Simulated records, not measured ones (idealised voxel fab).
process module | voxel self aligned vias
cross-section cut | 280 nm wide | cells 5 nm
A cross-section is a grid of square cells, given in bands from the top down. A band is one or more rows of cells.
Each band's line starts with the height of the band's top and of its bottom, in nm. Then come its materials from left to right, each with its width in nm. One material with "throughout" fills the band from edge to edge. "air" is empty space.
Height 0 is the level under which the wafer as received is all one material. The lowest band goes on downwards, as in "0 down".
A width such as "30 to 40" changes by the same amount from each row of cells to the next, from the band's top row to its bottom row.
"no change" after a step means that no cell of the cross-section changed.
closed voids: empty space of 8 cells or more with no open way to the top, each as width x height at its distance from the left edge, in nm
after a step's settings: what the simulator itself notes on the step
overlay nm, on a step with a mask: how far to the right of its planned place the mask lay; to the left if negative
plan
1 op RECEIVE | material Si
2 op CONFORMAL_DEP | material SiO2 | thk nm 10
3 op CONFORMAL_DEP | material SiCN | thk nm 5
4 op DIRECTIONAL_DEP | material lowk | thk nm 25
5 op MASKED_ETCH | tone open | mask id LINES | width nm 20 | pitch nm 45 | etch materials lowk | depth nm 25 | overlay nm 0
6 op CONFORMAL_DEP | material TiN | thk nm 5
7 op FILL_DEP | material W | thk nm 10
8 op CMP | height nm 40
9 op SELECTIVE_ETCH | etch materials W Ru TiN | depth nm 5
10 op FILL_DEP | material SiN | thk nm 5
11 op CMP | height nm 40
12 op DIRECTIONAL_DEP | material lowk | thk nm 15
13 op PATTERN | tone open | mask id VIAS | material resist | width nm 30 | thk nm 20 | overlay nm 0
14 op DIRECTIONAL_ETCH | etch materials lowk | depth nm 15
15 op DIRECTIONAL_ETCH | etch materials SiN | depth nm 5
16 op STRIP | etch materials resist
17 op CONFORMAL_DEP | material TiN | thk nm 5
18 op FILL_DEP | material Ru | thk nm 10
19 op CMP | height nm 55
20 op CONFORMAL_DEP | material SiCN | thk nm 5
first wafer, as planned
as received, after step 1
  0 down: Si throughout
  closed voids: none
after step 2
  10 to 0: SiO2 throughout
  below 0: unchanged
after step 3
  15 to 10: SiCN throughout
  below 10: unchanged
after step 4
  40 to 15: lowk throughout
  below 15: unchanged
after step 5
  40 to 15: lowk 105 | air 20 | lowk 25 | air 20 | lowk 110
  below 15: unchanged
after step 6
  45 to 40: TiN 110 | air 10 | TiN 35 | air 10 | TiN 115
  40 to 20: lowk 105 | TiN 5 | air 10 | TiN 5 | lowk 25 | TiN 5 | air 10 | TiN 5 | lowk 110
  20 to 15: lowk 105 | TiN 20 | lowk 25 | TiN 20 | lowk 110
  below 15: unchanged
after step 7
  55 to 45: W throughout
  45 to 40: TiN 110 | W 10 | TiN 35 | W 10 | TiN 115
  40 to 20: lowk 105 | TiN 5 | W 10 | TiN 5 | lowk 25 | TiN 5 | W 10 | TiN 5 | lowk 110
  below 20: unchanged
after step 8
  40 to 20: lowk 105 | TiN 5 | W 10 | TiN 5 | lowk 25 | TiN 5 | W 10 | TiN 5 | lowk 110
  below 20: unchanged
after step 9
  40 to 35: lowk 105 | air 20 | lowk 25 | air 20 | lowk 110
  below 35: unchanged
after step 10
  45 to 40: SiN throughout
  40 to 35: lowk 105 | SiN 20 | lowk 25 | SiN 20 | lowk 110
  below 35: unchanged
after step 11
  40 to 35: lowk 105 | SiN 20 | lowk 25 | SiN 20 | lowk 110
  below 35: unchanged
after step 12
  55 to 40: lowk throughout
  below 40: unchanged
after step 13
  75 to 55: resist 100 | air 30 | resist 150
  below 55: unchanged
after step 14
  75 to 55: resist 100 | air 30 | resist 150
  55 to 40: lowk 100 | air 30 | lowk 150
  below 40: unchanged
after step 15
  75 to 55: resist 100 | air 30 | resist 150
  55 to 40: lowk 100 | air 30 | lowk 150
  40 to 35: lowk 105 | air 20 | lowk 25 | SiN 20 | lowk 110
  below 35: unchanged
after step 16
  55 to 40: lowk 100 | air 30 | lowk 150
  below 40: unchanged
after step 17
  60 to 55: TiN 105 | air 20 | TiN 155
  55 to 45: lowk 100 | TiN 5 | air 20 | TiN 5 | lowk 150
  45 to 40: lowk 100 | TiN 10 | air 10 | TiN 10 | lowk 150
  40 to 35: lowk 105 | TiN 20 | lowk 25 | SiN 20 | lowk 110
  below 35: unchanged
after step 18
  70 to 60: Ru throughout
  60 to 55: TiN 105 | Ru 20 | TiN 155
  55 to 45: lowk 100 | TiN 5 | Ru 20 | TiN 5 | lowk 150
  45 to 40: lowk 100 | TiN 10 | Ru 10 | TiN 10 | lowk 150
  below 40: unchanged
after step 19
  55 to 45: lowk 100 | TiN 5 | Ru 20 | TiN 5 | lowk 150
  below 45: unchanged
after step 20
  60 to 55: SiCN throughout
  below 55: unchanged
second wafer: like start, like plan, one mistake. Through step 12 it matches the first wafer
when step 13 should have ended: no change
when step 14 should have ended
  40 to 35: lowk 105 | SiN 20 | lowk 25 | SiN 20 | lowk 110
  below 35: unchanged
when step 15 should have ended
  40 to 35: lowk 105 | air 20 | lowk 25 | air 20 | lowk 110
  below 35: unchanged
when step 16 should have ended: no change
when step 17 should have ended
  45 to 40: TiN 110 | air 10 | TiN 35 | air 10 | TiN 115
  40 to 35: lowk 105 | TiN 20 | lowk 25 | TiN 20 | lowk 110
  below 35: unchanged
when step 18 should have ended
  55 to 45: Ru throughout
  45 to 40: TiN 110 | Ru 10 | TiN 35 | Ru 10 | TiN 115
  below 40: unchanged
when step 19 should have ended: no change
when step 20 should have ended
  60 to 55: SiCN throughout
  below 55: unchanged
what went wrong: step 13 was left out
at the end the second wafer has, in cells: 106 more of Ru | 4 fewer of SiN | 48 more of TiN | 150 fewer of lowk
